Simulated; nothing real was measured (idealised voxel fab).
Herein follows the process module entitled voxel self aligned contacts.
Cross-section cut spans 250 nm and uses square cells 5 nm in size.
Square cells in a grid make up a cross-section in this document, and the grid is given as bands, listed from the top down, each one or more rows of cells. Within each band entry, the heights of the top and of the bottom of the band appear first, in that order and in nm; the materials of the band then follow from left to right, each with its corresponding width in nm. The designation "all across" on a single material indicates that it fills the band from edge to edge; the designation "air" indicates empty space. Zero point of the height axis is 0; under it, received wafer = one material. Lowest band: continues down indefinitely, "0 and below". Top row gets the first number, bottom row gets the second, and each row in between changes by the same step: that is how a band width like "30->40" works. "remains unaltered" -> step changed no cross-section cell. In the "Voids, enclosed" entry, you get each enclosed empty space of 8 cells or more, one with no open way to the top, written width x height at distance, distance from the left edge, in nm. Post-settings text on a step line: simulator's own remark regarding the step. Steps that use a mask can have "overlay nm" on their line. It says how far the mask sat to the right of where it was meant to be. Negative means to the left.

Listed below are the process steps as planned
1,RECEIVE with material Si
2,OXIDIZE with depth nm 5
3,DIRECTIONAL_DEP with material polySi, thk nm 30
4,DIRECTIONAL_DEP with material SiN, thk nm 20
5,DIRECTIONAL_DEP with material aC, thk nm 15
6,PATTERN with tone cover, mask id GATE, material resist, width nm 35, pitch nm 65, thk nm 30, overlay nm 0
7,DIRECTIONAL_ETCH with etch materials aC, depth nm 15
8,STRIP with etch materials resist
9,DIRECTIONAL_ETCH with etch materials SiN, depth nm 20
10,DIRECTIONAL_ETCH with etch materials polySi, depth nm 30
11,STRIP with etch materials aC
12,CONFORMAL_DEP with material SiN, thk nm 5
13,DIRECTIONAL_ETCH with etch materials SiN, depth nm 5
14,FILL_DEP with material SiO2, thk nm 20
15,CMP with height nm 60
16,DIRECTIONAL_DEP with material aC, thk nm 15
17,PATTERN with tone open, mask id CONTACT, material resist, width nm 40, pitch nm 65, thk nm 30, overlay nm 0
18,DIRECTIONAL_ETCH with etch materials aC, depth nm 15
19,STRIP with etch materials resist
20,DIRECTIONAL_ETCH with etch materials SiO2, depth nm 65
21,STRIP with etch materials aC
22,CONFORMAL_DEP with material TiN, thk nm 5
23,FILL_DEP with material Ru, thk nm 5
24,CMP with height nm 60
25,CONFORMAL_DEP with material SiCN, thk nm 5

Here's what the wafer looked like in cross-section when it arrived - that's after step 1
    0 and below = Si all across
    Voids, enclosed: none

Figure: cross-sectional view of the wafer upon completion of the module, processed from the initial state and according to the plan depicted above, with one error introduced during execution
    65 down to 60 = SiCN all across
    60 down to 50 = SiO2 (60); TiN (5->25); Ru (30->10); TiN (5); SiO2 (25); TiN (5->25); Ru (30->10); TiN (5); SiO2 (85)
    50 down to 30 = SiO2 (35); SiN (45); TiN (5); Ru (10); TiN (5); SiN (45); TiN (5); Ru (10); TiN (5); SiN (45); SiO2 (40)
    30 down to 0 = SiO2 (35); SiN (5); polySi (35); SiN (5); TiN (5); Ru (10); TiN (5); SiN (5); polySi (35); SiN (5); TiN (5); Ru (10); TiN (5); SiN (5); polySi (35); SiN (5); SiO2 (40)
    0 down to -5 = SiO2 (80); TiN (20); SiO2 (45); TiN (20); SiO2 (85)
    -5 and below = Si all across
    Voids, enclosed: none
Deviation from plan: contrary to plan, step 17 was performed as PATTERN with tone open, mask id CONTACT, material resist, width nm 40, pitch nm 65, thk nm 30, overlay nm -10
